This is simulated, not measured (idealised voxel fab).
This section sets out a process module, namely voxel capacitor over wiring.
The width of the displayed cross-section, cut, is 265 nm; its cells are square, with a size of 5 nm.
A cross-section is written here as square cells arranged in a grid, and it is given in bands from the top down, each band taking up one or more rows of cells. Heights first: top, then bottom, in nm. Then materials, left to right, each with a width in nm. "everywhere" on a single material: fills the band edge to edge. "empty": empty space. Height reference: 0 = level under which incoming wafer is all one material. Lowest band: no bottom, runs on downward, e.g. "0..down". A width given as "30..40" starts at the first number in the band's top row and ends at the second number in its bottom row, shifting by an equal amount at every step from row to row. It should be understood that the words "remains unaltered", when stated for a given step, signify that the cross-section underwent no change in any of its cells during that step. Basically, "Fully enclosed voids" tells you about the enclosed voids: empty spaces with no open way to the top, 8 cells or bigger, each written width x height at distance, where distance is from the left edge, all in nm. On a step's line, text after the settings is the simulator commenting on that step. "overlay nm", when on a step's line for a step with a mask, measures how far to the right of its planned place the mask lay; a negative measure means to the left.

Below is the list of planned process steps:
1: RECEIVE [material Si]
2: CONFORMAL_DEP [material SiO2] [thk nm 10]
3: CONFORMAL_DEP [material SiN] [thk nm 5]
4: DIRECTIONAL_DEP [material lowk] [thk nm 15]
5: DIRECTIONAL_DEP [material aC] [thk nm 10]
6: PATTERN [tone open] [mask id METAL_1] [material resist] [width nm 30] [pitch nm 100] [thk nm 25] [overlay nm 0]
7: DIRECTIONAL_ETCH [etch materials aC] [depth nm 10]
8: STRIP [etch materials resist]
9: DIRECTIONAL_ETCH [etch materials lowk] [depth nm 15]
10: DIRECTIONAL_ETCH [etch materials SiN] [depth nm 5]
11: STRIP [etch materials aC]
12: CONFORMAL_DEP [material TiN] [thk nm 5]
13: FILL_DEP [material Cu] [thk nm 10]
14: CMP [height nm 30]
15: EPI [material Ru] [thk nm 5]
16: FILL_DEP [material SiCN] [thk nm 5]
17: DIRECTIONAL_DEP [material lowk] [thk nm 20]
18: MASKED_ETCH [tone open] [mask id PLUG_1] [width nm 15] [etch materials lowk] [depth nm 20] [overlay nm 0]
19: MASKED_ETCH [tone open] [mask id PLUG_1] [width nm 15] [etch materials SiCN] [depth nm 5] [overlay nm 0]
20: EPI [material Ru] [thk nm 10]
21: EPI [material Ru] [thk nm 10]
22: EPI [material Ru] [thk nm 5]
23: DIRECTIONAL_DEP [material TiN] [thk nm 10]
24: DIRECTIONAL_DEP [material Al2O3] [thk nm 5]
25: DIRECTIONAL_DEP [material TiN] [thk nm 5]
26: PATTERN [tone cover] [mask id UPPER_PLATE] [material resist] [width nm 75] [thk nm 15] [overlay nm 0]
27: DIRECTIONAL_ETCH [etch materials TiN] [depth nm 5]
28: DIRECTIONAL_ETCH [etch materials Al2O3] [depth nm 5]
29: STRIP [etch materials resist]
30: MASKED_ETCH [tone cover] [mask id LOWER_PLATE] [width nm 85] [etch materials TiN] [depth nm 10] [overlay nm 0]
31: FILL_DEP [material SiO2] [thk nm 15]
32: CMP [height nm 90]
33: DIRECTIONAL_DEP [material aC] [thk nm 15]
34: PATTERN [tone open] [mask id PLUG_2] [material resist] [width nm 15] [thk nm 35] [overlay nm 0]
35: DIRECTIONAL_ETCH [etch materials aC] [depth nm 15]
36: STRIP [etch materials resist]
37: DIRECTIONAL_ETCH [etch materials SiO2] [depth nm 10]
38: STRIP [etch materials aC]
39: CONFORMAL_DEP [material TiN] [thk nm 5]
40: FILL_DEP [material Ru] [thk nm 10]
41: CMP [height nm 90]
42: CONFORMAL_DEP [material SiCN] [thk nm 5]

On the first of the two wafers: run conducted according to plan:

Wafer as received: cross-section following step 1:
* 0..down = Si everywhere
* Fully enclosed voids: none

So this is the wafer cross-section right after step 2:
* 10..0 = SiO2 everywhere
* Unchanged below 0.

So this is the wafer cross-section right after step 3:
* 15..10 = SiN everywhere
* Unchanged below 10.

So this is the wafer cross-section right after step 4:
* 30..15 = lowk everywhere
* Unchanged below 15.

So this is the wafer cross-section right after step 5:
* 40..30 = aC everywhere
* Unchanged below 30.

So this is the wafer cross-section right after step 6:
* 65..40 = resist=65 | empty=30 | resist=70 | empty=30 | resist=70
* Unchanged below 40.

So this is the wafer cross-section right after step 7:
* 55..40 = resist=65 | empty=30 | resist=70 | empty=30 | resist=70
* 40..30 = aC=65 | empty=30 | aC=70 | empty=30 | aC=70
* Unchanged below 30.

So this is the wafer cross-section right after step 8:
* 40..30 = aC=65 | empty=30 | aC=70 | empty=30 | aC=70
* Unchanged below 30.

So this is the wafer cross-section right after step 9:
* 40..30 = aC=65 | empty=30 | aC=70 | empty=30 | aC=70
* 30..15 = lowk=65 | empty=30 | lowk=70 | empty=30 | lowk=70
* Unchanged below 15.

So this is the wafer cross-section right after step 10:
* 40..30 = aC=65 | empty=30 | aC=70 | empty=30 | aC=70
* 30..15 = lowk=65 | empty=30 | lowk=70 | empty=30 | lowk=70
* 15..10 = SiN=65 | empty=30 | SiN=70 | empty=30 | SiN=70
* Unchanged below 10.

So this is the wafer cross-section right after step 11:
* 30..15 = lowk=65 | empty=30 | lowk=70 | empty=30 | lowk=70
* Unchanged below 15.

So this is the wafer cross-section right after step 12:
* 35..30 = TiN=70 | empty=20 | TiN=80 | empty=20 | TiN=75
* 30..15 = lowk=65 | TiN=5 | empty=20 | TiN=5 | lowk=70 | TiN=5 | empty=20 | TiN=5 | lowk=70
* 15..10 = SiN=65 | TiN=30 | SiN=70 | TiN=30 | SiN=70
* Unchanged below 10.

So this is the wafer cross-section right after step 13:
* 45..35 = Cu everywhere
* 35..30 = TiN=70 | Cu=20 | TiN=80 | Cu=20 | TiN=75
* 30..15 = lowk=65 | TiN=5 | Cu=20 | TiN=5 | lowk=70 | TiN=5 | Cu=20 | TiN=5 | lowk=70
* Unchanged below 15.

So this is the wafer cross-section right after step 14:
* 30..15 = lowk=65 | TiN=5 | Cu=20 | TiN=5 | lowk=70 | TiN=5 | Cu=20 | TiN=5 | lowk=70
* Unchanged below 15.

So this is the wafer cross-section right after step 15:
* 35..30 = empty=60 | Ru=40 | empty=60 | Ru=40 | empty=65
* Unchanged below 30.

So this is the wafer cross-section right after step 16:
* 40..35 = SiCN everywhere
* 35..30 = SiCN=60 | Ru=40 | SiCN=60 | Ru=40 | SiCN=65
* Unchanged below 30.

So this is the wafer cross-section right after step 17:
* 60..40 = lowk everywhere
* Unchanged below 40.

So this is the wafer cross-section right after step 18:
* 60..40 = lowk=80 | empty=15 | lowk=170
* Unchanged below 40.

So this is the wafer cross-section right after step 19:
* 60..40 = lowk=80 | empty=15 | lowk=170
* 40..35 = SiCN=80 | empty=15 | SiCN=170
* Unchanged below 35.

So this is the wafer cross-section right after step 20:
* 60..45 = lowk=80 | empty=15 | lowk=170
* 45..40 = lowk=80 | Ru=15 | lowk=170
* 40..35 = SiCN=80 | Ru=15 | SiCN=170
* Unchanged below 35.

So this is the wafer cross-section right after step 21:
* 60..55 = lowk=80 | empty=15 | lowk=170
* 55..40 = lowk=80 | Ru=15 | lowk=170
* Unchanged below 40.

So this is the wafer cross-section right after step 22:
* 60..40 = lowk=80 | Ru=15 | lowk=170
* Unchanged below 40.

So this is the wafer cross-section right after step 23:
* 70..60 = TiN everywhere
* Unchanged below 60.

So this is the wafer cross-section right after step 24:
* 75..70 = Al2O3 everywhere
* Unchanged below 70.

So this is the wafer cross-section right after step 25:
* 80..75 = TiN everywhere
* Unchanged below 75.

So this is the wafer cross-section right after step 26:
* 95..80 = empty=80 | resist=75 | empty=110
* Unchanged below 80.

So this is the wafer cross-section right after step 27:
* 95..80 = empty=80 | resist=75 | empty=110
* 80..75 = empty=80 | TiN=75 | empty=110
* Unchanged below 75.

So this is the wafer cross-section right after step 28:
* 95..80 = empty=80 | resist=75 | empty=110
* 80..75 = empty=80 | TiN=75 | empty=110
* 75..70 = empty=80 | Al2O3=75 | empty=110
* Unchanged below 70.

So this is the wafer cross-section right after step 29:
* 80..75 = empty=80 | TiN=75 | empty=110
* Unchanged below 75.

So this is the wafer cross-section right after step 30:
* 80..75 = empty=80 | TiN=75 | empty=110
* 75..70 = empty=80 | Al2O3=75 | empty=110
* 70..60 = empty=75 | TiN=85 | empty=105
* Unchanged below 60.

So this is the wafer cross-section right after step 31:
* 95..80 = SiO2 everywhere
* 80..75 = SiO2=80 | TiN=75 | SiO2=110
* 75..70 = SiO2=80 | Al2O3=75 | SiO2=110
* 70..60 = SiO2=75 | TiN=85 | SiO2=105
* Unchanged below 60.

So this is the wafer cross-section right after step 32:
* 90..80 = SiO2 everywhere
* Unchanged below 80.

So this is the wafer cross-section right after step 33:
* 105..90 = aC everywhere
* Unchanged below 90.

So this is the wafer cross-section right after step 34:
* 140..105 = resist=90 | empty=15 | resist=160
* Unchanged below 105.

So this is the wafer cross-section right after step 35:
* 125..105 = resist=90 | empty=15 | resist=160
* 105..90 = aC=90 | empty=15 | aC=160
* Unchanged below 90.

So this is the wafer cross-section right after step 36:
* 105..90 = aC=90 | empty=15 | aC=160
* Unchanged below 90.

So this is the wafer cross-section right after step 37:
* 105..90 = aC=90 | empty=15 | aC=160
* 90..80 = SiO2=90 | empty=15 | SiO2=160
* Unchanged below 80.

So this is the wafer cross-section right after step 38:
* 90..80 = SiO2=90 | empty=15 | SiO2=160
* Unchanged below 80.

So this is the wafer cross-section right after step 39:
* 95..90 = TiN=95 | empty=5 | TiN=165
* 90..85 = SiO2=90 | TiN=5 | empty=5 | TiN=5 | SiO2=160
* 85..75 = SiO2=90..80 | TiN=15..75 | SiO2=160..110
* Unchanged below 75.

So this is the wafer cross-section right after step 40:
* 105..95 = Ru everywhere
* 95..90 = TiN=95 | Ru=5 | TiN=165
* 90..85 = SiO2=90 | TiN=5 | Ru=5 | TiN=5 | SiO2=160
* Unchanged below 85.

So this is the wafer cross-section right after step 41:
* 90..85 = SiO2=90 | TiN=5 | Ru=5 | TiN=5 | SiO2=160
* Unchanged below 85.

So this is the wafer cross-section right after step 42:
* 95..90 = SiCN everywhere
* Unchanged below 90.

Second wafer: same start and same plan as the first, one execution error; identical to the first through step 29:

At the planned end of step 30, the second wafer in cross-section:
* 80..75 = empty=80 | TiN=75 | empty=110
* 75..70 = empty=80 | Al2O3=75 | empty=110
* 70..60 = empty=70 | TiN=85 | empty=110
* Unchanged below 60.

At the planned end of step 31, the second wafer in cross-section:
* 95..80 = SiO2 everywhere
* 80..75 = SiO2=80 | TiN=75 | SiO2=110
* 75..70 = SiO2=80 | Al2O3=75 | SiO2=110
* 70..60 = SiO2=70 | TiN=85 | SiO2=110
* Unchanged below 60.

At the planned end of step 32, the second wafer in cross-section:
* 90..80 = SiO2 everywhere
* Unchanged below 80.

At the planned end of step 33, the second wafer in cross-section:
* 105..90 = aC everywhere
* Unchanged below 90.

At the planned end of step 34, the second wafer in cross-section:
* 140..105 = resist=90 | empty=15 | resist=160
* Unchanged below 105.

At the planned end of step 35, the second wafer in cross-section:
* 125..105 = resist=90 | empty=15 | resist=160
* 105..90 = aC=90 | empty=15 | aC=160
* Unchanged below 90.

At the planned end of step 36, the second wafer in cross-section:
* 105..90 = aC=90 | empty=15 | aC=160
* Unchanged below 90.

At the planned end of step 37, the second wafer in cross-section:
* 105..90 = aC=90 | empty=15 | aC=160
* 90..80 = SiO2=90 | empty=15 | SiO2=160
* Unchanged below 80.

At the planned end of step 38, the second wafer in cross-section:
* 90..80 = SiO2=90 | empty=15 | SiO2=160
* Unchanged below 80.

At the planned end of step 39, the second wafer in cross-section:
* 95..90 = TiN=95 | empty=5 | TiN=165
* 90..85 = SiO2=90 | TiN=5 | empty=5 | TiN=5 | SiO2=160
* 85..75 = SiO2=90..80 | TiN=15..75 | SiO2=160..110
* Unchanged below 75.

At the planned end of step 40, the second wafer in cross-section:
* 105..95 = Ru everywhere
* 95..90 = TiN=95 | Ru=5 | TiN=165
* 90..85 = SiO2=90 | TiN=5 | Ru=5 | TiN=5 | SiO2=160
* Unchanged below 85.

At the planned end of step 41, the second wafer in cross-section:
* 90..85 = SiO2=90 | TiN=5 | Ru=5 | TiN=5 | SiO2=160
* Unchanged below 85.

At the planned end of step 42, the second wafer in cross-section:
* 95..90 = SiCN everywhere
* Unchanged below 90.
Heads up, the wafer didn't run the way we planned it: contrary to plan, step 30 was performed as MASKED_ETCH [tone cover] [mask id LOWER_PLATE] [width nm 85] [etch materials TiN] [depth nm 10] [overlay nm -5]
So at the finish, the second wafer's got exactly as many cells of each material as the first, just not in the same spots.
